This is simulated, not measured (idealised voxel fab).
The document below concerns the process module designated voxel self aligned contacts.
The cross-section on display is named cut; it measures 195 nm wide, and its cells are 5 nm squares.
Cross-section format: a grid of square cells, given as bands from top to bottom; each band is one or more rows of cells.
The band entry comprises the height of the band's top followed by the height of its bottom, expressed in nm, and subsequently the band's materials from left to right, each stated together with its width in nm. Where a single material is marked with the word "edge to edge", that material fills the band from edge to edge. The word "blank" represents empty space.
It should be noted that heights are counted from 0, beneath which the wafer as supplied is of one material throughout, and that the lowest band possesses no lower boundary but continues downward, as written in "z 0 and below".
With a width like "30 to 40", each row of cells in the band differs from the next by the same amount, the top row carrying the first number and the bottom row the second.
"no change occurred" -> step changed no cross-section cell.
If an empty space has no open way to the top and is at least 8 cells in size, "Closed cavity list" lists it, written width x height at distance, where distance is measured from the left edge and every value is in nm.
What comes after the settings on a step's line is commentary from the simulator itself on that step.
The line of a step may include "overlay nm". On a step with a mask, this value is how far to the right of its planned place the mask lay. A negative value means the mask lay to the left.
# Steps in the process plan
1. RECEIVE with material Si
2. OXIDIZE with depth nm 5
3. DIRECTIONAL_DEP with material polySi, thk nm 20
4. DIRECTIONAL_DEP with material SiN, thk nm 20
5. DIRECTIONAL_DEP with material aC, thk nm 15
6. PATTERN with tone cover, mask id GATE, material resist, width nm 25, pitch nm 65, thk nm 30, overlay nm 0
7. DIRECTIONAL_ETCH with etch materials aC, depth nm 15
8. STRIP with etch materials resist
9. DIRECTIONAL_ETCH with etch materials SiN, depth nm 20
10. DIRECTIONAL_ETCH with etch materials polySi, depth nm 20
11. STRIP with etch materials aC
12. CONFORMAL_DEP with material SiN, thk nm 10
13. DIRECTIONAL_ETCH with etch materials SiN, depth nm 10
14. FILL_DEP with material SiO2, thk nm 20
15. CMP with height nm 50
16. PATTERN with tone open, mask id CONTACT, material resist, width nm 50, pitch nm 65, thk nm 20, overlay nm 0
17. DIRECTIONAL_ETCH with etch materials SiO2, depth nm 55
18. STRIP with etch materials resist
19. CONFORMAL_DEP with material TiN, thk nm 5
20. FILL_DEP with material Ru, thk nm 5
21. CMP with height nm 50
22. CONFORMAL_DEP with material SiCN, thk nm 5
# Wafer cross-section on receipt, i.e. after step 1
- z 0 and below | Si edge to edge
- Closed cavity list: none
# First of two wafers at the end of the module, shown in cross-section; run carried out as planned
- z 55 to 50 | SiCN edge to edge
- z 50 to 40 | 40 nm SiO2 / 5 to 20 nm TiN / 40 to 10 nm Ru / 5 to 20 nm TiN / 15 nm SiO2 / 5 to 20 nm TiN / 40 to 10 nm Ru / 5 to 20 nm TiN / 40 nm SiO2
- z 40 to 20 | 10 nm SiO2 / 45 nm SiN / 5 nm TiN / 10 nm Ru / 5 nm TiN / 45 nm SiN / 5 nm TiN / 10 nm Ru / 5 nm TiN / 45 nm SiN / 10 nm SiO2
- z 20 to 0 | 10 nm SiO2 / 10 nm SiN / 25 nm polySi / 10 nm SiN / 5 nm TiN / 10 nm Ru / 5 nm TiN / 10 nm SiN / 25 nm polySi / 10 nm SiN / 5 nm TiN / 10 nm Ru / 5 nm TiN / 10 nm SiN / 25 nm polySi / 10 nm SiN / 10 nm SiO2
- z 0 to -5 | 55 nm SiO2 / 20 nm TiN / 45 nm SiO2 / 20 nm TiN / 55 nm SiO2
- z -5 and below | Si edge to edge
- Closed cavity list: none
# Wafer two (of two), end-of-module cross-section: start = wafer one, plan = wafer one, one run mistake
- z 55 to 50 | SiCN edge to edge
- z 50 to 35 | 40 nm SiO2 / 5 nm TiN / 40 nm Ru / 5 nm TiN / 15 nm SiO2 / 5 nm TiN / 40 nm Ru / 5 nm TiN / 40 nm SiO2
- z 35 to 30 | 40 nm SiO2 / 10 nm TiN / 30 nm Ru / 10 nm TiN / 15 nm SiO2 / 10 nm TiN / 30 nm Ru / 10 nm TiN / 40 nm SiO2
- z 30 to 20 | 20 nm SiO2 / 25 nm SiN / 5 nm TiN / 30 nm Ru / 5 nm TiN / 25 nm SiN / 5 nm TiN / 30 nm Ru / 5 nm TiN / 25 nm SiN / 20 nm SiO2
- z 20 to 0 | 20 nm SiO2 / 25 nm polySi / 5 nm TiN / 30 nm Ru / 5 nm TiN / 25 nm polySi / 5 nm TiN / 30 nm Ru / 5 nm TiN / 25 nm polySi / 20 nm SiO2
- z 0 to -5 | 45 nm SiO2 / 40 nm TiN / 25 nm SiO2 / 40 nm TiN / 45 nm SiO2
- z -5 and below | Si edge to edge
- Closed cavity list: none
what went wrong: plan step 12 was not performed, having been skipped
Final difference in cells, second wafer against first, listed per material as more or fewer: Ru +80, SiN -126, SiO2 +46
